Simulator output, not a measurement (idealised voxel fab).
Title: Process Module voxel ribs on slabs
FYI the section here is cut, 265 nm wide, cells are 5 nm squares.
A cross-section is a grid of square cells, given in bands from the top down. A band is one or more rows of cells.
What a band's entry tells you: where the top is and where the bottom is, as heights in nm, and after that what lies inside, material by material from left to right, each with its width in nm. Empty space is written as the word "air", and a single material marked with the word "edge to edge" occupies the band from edge to edge.
Ref level 0: as-received wafer is one material below here. Bottom band extends down with no lower bound ("top 0, no bottom").
It should be noted that a width expressed as "30..40" varies in equal increments from row to row of cells within the band, taking the value of the first number at the top row and that of the second number at the bottom row.
A step reported as "remains unaltered" is a step in which no cell of the cross-section changed.
Basically, "Closed void entries" tells you about the enclosed voids: empty spaces with no open way to the top, 8 cells or bigger, each written width x height at distance, where distance is from the left edge, all in nm.
Where a step's line continues beyond its settings, the continuation is a remark by the simulator itself on that step.
overlay nm: for a step with a mask, the amount by which the mask lay right of where it was planned; a negative amount means left of it.
**Process steps (planned)**
1. RECEIVE with material Si
2. DIRECTIONAL_DEP with material SiO2, thk nm 20
3. DIRECTIONAL_DEP with material SiN, thk nm 25
4. DIRECTIONAL_DEP with material aC, thk nm 10
5. PATTERN with tone cover, mask id RIB, material resist, width nm 25, thk nm 25, overlay nm 0
6. DIRECTIONAL_ETCH with etch materials aC, depth nm 10
7. STRIP with etch materials resist
8. DIRECTIONAL_ETCH with etch materials SiN, depth nm 20
9. STRIP with etch materials aC
10. MASKED_ETCH with tone cover, mask id SLAB, width nm 75, etch materials SiN, depth nm 5, overlay nm 0
11. FILL_DEP with material SiO2, thk nm 15
12. CMP with height nm 55
13. DIRECTIONAL_DEP with material TiN, thk nm 5
14. MASKED_ETCH with tone cover, mask id HEATER, width nm 35, etch materials TiN, depth nm 5, overlay nm 0
15. CONFORMAL_DEP with material SiO2, thk nm 5
**The following pertains to the first of two wafers, which was processed as planned**
**Shown in cross-section is the wafer as received, that is, as it stands after step 1**
top 0, no bottom: Si edge to edge
Closed void entries: none
**Once step 2 is through, the wafer looks like this in cross-section**
top 20, bottom 0: SiO2 edge to edge
Under the height 0 nothing was changed.
**Once step 3 is through, the wafer looks like this in cross-section**
top 45, bottom 20: SiN edge to edge
Under the height 20 nothing was changed.
**Once step 4 is through, the wafer looks like this in cross-section**
top 55, bottom 45: aC edge to edge
Under the height 45 nothing was changed.
**Once step 5 is through, the wafer looks like this in cross-section**
top 80, bottom 55: air: 120  resist: 25  air: 120
Under the height 55 nothing was changed.
**Once step 6 is through, the wafer looks like this in cross-section**
top 70, bottom 55: air: 120  resist: 25  air: 120
top 55, bottom 45: air: 120  aC: 25  air: 120
Under the height 45 nothing was changed.
**Once step 7 is through, the wafer looks like this in cross-section**
top 55, bottom 45: air: 120  aC: 25  air: 120
Under the height 45 nothing was changed.
**Once step 8 is through, the wafer looks like this in cross-section**
top 55, bottom 45: air: 120  aC: 25  air: 120
top 45, bottom 25: air: 120  SiN: 25  air: 120
Under the height 25 nothing was changed.
**Once step 9 is through, the wafer looks like this in cross-section**
top 45, bottom 25: air: 120  SiN: 25  air: 120
Under the height 25 nothing was changed.
**Once step 10 is through, the wafer looks like this in cross-section**
top 45, bottom 25: air: 120  SiN: 25  air: 120
top 25, bottom 20: air: 95  SiN: 75  air: 95
Under the height 20 nothing was changed.
**Once step 11 is through, the wafer looks like this in cross-section**
top 60, bottom 45: SiO2 edge to edge
top 45, bottom 25: SiO2: 120  SiN: 25  SiO2: 120
top 25, bottom 20: SiO2: 95  SiN: 75  SiO2: 95
Under the height 20 nothing was changed.
**Once step 12 is through, the wafer looks like this in cross-section**
top 55, bottom 45: SiO2 edge to edge
Under the height 45 nothing was changed.
**Once step 13 is through, the wafer looks like this in cross-section**
top 60, bottom 55: TiN edge to edge
Under the height 55 nothing was changed.
**Once step 14 is through, the wafer looks like this in cross-section**
top 60, bottom 55: air: 115  TiN: 35  air: 115
Under the height 55 nothing was changed.
**Once step 15 is through, the wafer looks like this in cross-section**
top 65, bottom 60: air: 110  SiO2: 45  air: 110
top 60, bottom 55: SiO2: 115  TiN: 35  SiO2: 115
Under the height 55 nothing was changed.
**It is to be noted that the second wafer proceeded from the same initial state and according to the same plan as the first, although one mistake was committed in its execution; through step 4, inclusive, the two wafers share an identical history**
**What the second wafer looks like in cross-section when step 5 should have wrapped up**
top 80, bottom 55: resist: 120  air: 25  resist: 120
Under the height 55 nothing was changed.
**What the second wafer looks like in cross-section when step 6 should have wrapped up**
top 70, bottom 55: resist: 120  air: 25  resist: 120
top 55, bottom 45: aC: 120  air: 25  aC: 120
Under the height 45 nothing was changed.
**What the second wafer looks like in cross-section when step 7 should have wrapped up**
top 55, bottom 45: aC: 120  air: 25  aC: 120
Under the height 45 nothing was changed.
**What the second wafer looks like in cross-section when step 8 should have wrapped up**
top 55, bottom 45: aC: 120  air: 25  aC: 120
top 45, bottom 25: SiN: 120  air: 25  SiN: 120
Under the height 25 nothing was changed.
**What the second wafer looks like in cross-section when step 9 should have wrapped up**
top 45, bottom 25: SiN: 120  air: 25  SiN: 120
Under the height 25 nothing was changed.
**What the second wafer looks like in cross-section when step 10 should have wrapped up**
top 45, bottom 40: air: 95  SiN: 25  air: 25  SiN: 25  air: 95
Under the height 40 nothing was changed.
**What the second wafer looks like in cross-section when step 11 should have wrapped up**
top 60, bottom 45: SiO2 edge to edge
top 45, bottom 40: SiO2: 95  SiN: 25  SiO2: 25  SiN: 25  SiO2: 95
top 40, bottom 25: SiN: 120  SiO2: 25  SiN: 120
Under the height 25 nothing was changed.
**What the second wafer looks like in cross-section when step 12 should have wrapped up**
top 55, bottom 45: SiO2 edge to edge
Under the height 45 nothing was changed.
**What the second wafer looks like in cross-section when step 13 should have wrapped up**
top 60, bottom 55: TiN edge to edge
Under the height 55 nothing was changed.
**What the second wafer looks like in cross-section when step 14 should have wrapped up**
top 60, bottom 55: air: 115  TiN: 35  air: 115
Under the height 55 nothing was changed.
**What the second wafer looks like in cross-section when step 15 should have wrapped up**
top 65, bottom 60: air: 110  SiO2: 45  air: 110
top 60, bottom 55: SiO2: 115  TiN: 35  SiO2: 115
Under the height 55 nothing was changed.
Which mistake was made when the wafer was run? planned and actual differ for step 5; actual: PATTERN with tone open, mask id RIB, material resist, width nm 25, thk nm 25, overlay nm 0
Final difference in cells, second wafer against first, listed per material as more or fewer: SiN: 172 more; SiO2: 172 fewer
